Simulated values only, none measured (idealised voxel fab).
Process module, titled voxel capacitor over wiring
This is section cut - it's 270 nm across, gridded in 5 nm square cells.
This document writes a cross-section as a grid whose cells are square, and gives it as bands, listed from the top down; one or more rows of cells form a band.
Quick guide to a band line: top height, bottom height (nm) up front; then every material left to right with its width in nm. Only one material and it's marked "throughout"? Then it fills the band edge to edge. And "air" just means empty space.
Height is counted from the level 0, under which the received wafer is composed throughout of one material. The lowest of the bands is not closed at the bottom but continues downward, in the notation "top 0, no bottom".
A width given as "30 to 40" starts at the first number in the band's top row and ends at the second number in its bottom row, shifting by an equal amount at every step from row to row.
A step reported as "remained the same" is a step in which no cell of the cross-section changed.
If an empty space has no open way to the top and is at least 8 cells in size, "Fully closed voids" lists it, written width x height at distance, where distance is measured from the left edge and every value is in nm.
Past the settings on a step's line: simulator remark, on that step.
"overlay nm" on a masked step: distance the mask lay right of its planned place, negative for left.

## The process steps that were planned are listed below
1,RECEIVE, material Si
2,CONFORMAL_DEP, material SiO2, thk nm 15
3,CONFORMAL_DEP, material SiCN, thk nm 5
4,DIRECTIONAL_DEP, material SiO2, thk nm 25
5,MASKED_ETCH, tone open, mask id METAL_1, width nm 20, pitch nm 90, etch materials SiO2, depth nm 15, overlay nm 0
6,MASKED_ETCH, tone open, mask id METAL_1, width nm 20, pitch nm 90, etch materials SiCN, depth nm 5, overlay nm 0
7,CONFORMAL_DEP, material TiN, thk nm 5
8,FILL_DEP, material Cu, thk nm 10
9,CMP, height nm 45
10,EPI, material Ru, thk nm 5
11,FILL_DEP, material SiCN, thk nm 5
12,DIRECTIONAL_DEP, material lowk, thk nm 10
13,MASKED_ETCH, tone open, mask id PLUG_1, width nm 15, etch materials lowk, depth nm 10, overlay nm 0
14,MASKED_ETCH, tone open, mask id PLUG_1, width nm 15, etch materials SiCN, depth nm 5, overlay nm 0
15,CONFORMAL_DEP, material TiN, thk nm 5
16,FILL_DEP, material W, thk nm 10
17,CMP, height nm 65
18,DIRECTIONAL_DEP, material TiN, thk nm 5
19,DIRECTIONAL_DEP, material HfO2, thk nm 5
20,DIRECTIONAL_DEP, material TiN, thk nm 10
21,MASKED_ETCH, tone cover, mask id UPPER_PLATE, width nm 75, etch materials TiN, depth nm 10, overlay nm 0
22,MASKED_ETCH, tone cover, mask id UPPER_PLATE, width nm 75, etch materials HfO2, depth nm 5, overlay nm 0
23,MASKED_ETCH, tone cover, mask id LOWER_PLATE, width nm 85, etch materials TiN, depth nm 5, overlay nm 0
24,FILL_DEP, material SiO2, thk nm 20
25,CMP, height nm 100
26,MASKED_ETCH, tone open, mask id PLUG_2, width nm 15, etch materials SiO2, depth nm 15, overlay nm 0
27,CONFORMAL_DEP, material TiN, thk nm 5
28,FILL_DEP, material W, thk nm 10
29,CMP, height nm 100
30,CONFORMAL_DEP, material SiCN, thk nm 5
The wafers are alike at the start. At step 5, their depth nm differs. The plan lists the first wafer's value.

## The first of several wafers, as received after step 1, seen in section
* top 0, no bottom  Si throughout
* Fully closed voids: none

## Tabulated below, wafer by wafer, are the end-of-module results: for each material, the number of cells gained (+) or lost (-) relative to the as-received state, followed by the closed voids
depth nm 15 | +8 Cu | +15 HfO2 | +12 Ru | +201 SiCN | +715 SiO2 | +77 TiN | +4 W | +102 lowk | Fully closed voids: none
depth nm 20 | +12 Cu | +15 HfO2 | +12 Ru | +201 SiCN | +707 SiO2 | +81 TiN | +4 W | +102 lowk | Fully closed voids: none
depth nm 25 | +20 Cu | +15 HfO2 | +12 Ru | +193 SiCN | +699 SiO2 | +89 TiN | +4 W | +102 lowk | Fully closed voids: none
depth nm 30 | +20 Cu | +15 HfO2 | +12 Ru | +193 SiCN | +699 SiO2 | +89 TiN | +4 W | +102 lowk | Fully closed voids: none
depth nm 35 | +20 Cu | +15 HfO2 | +12 Ru | +193 SiCN | +699 SiO2 | +89 TiN | +4 W | +102 lowk | Fully closed voids: none
depth nm 40 | +20 Cu | +15 HfO2 | +12 Ru | +193 SiCN | +699 SiO2 | +89 TiN | +4 W | +102 lowk | Fully closed voids: none
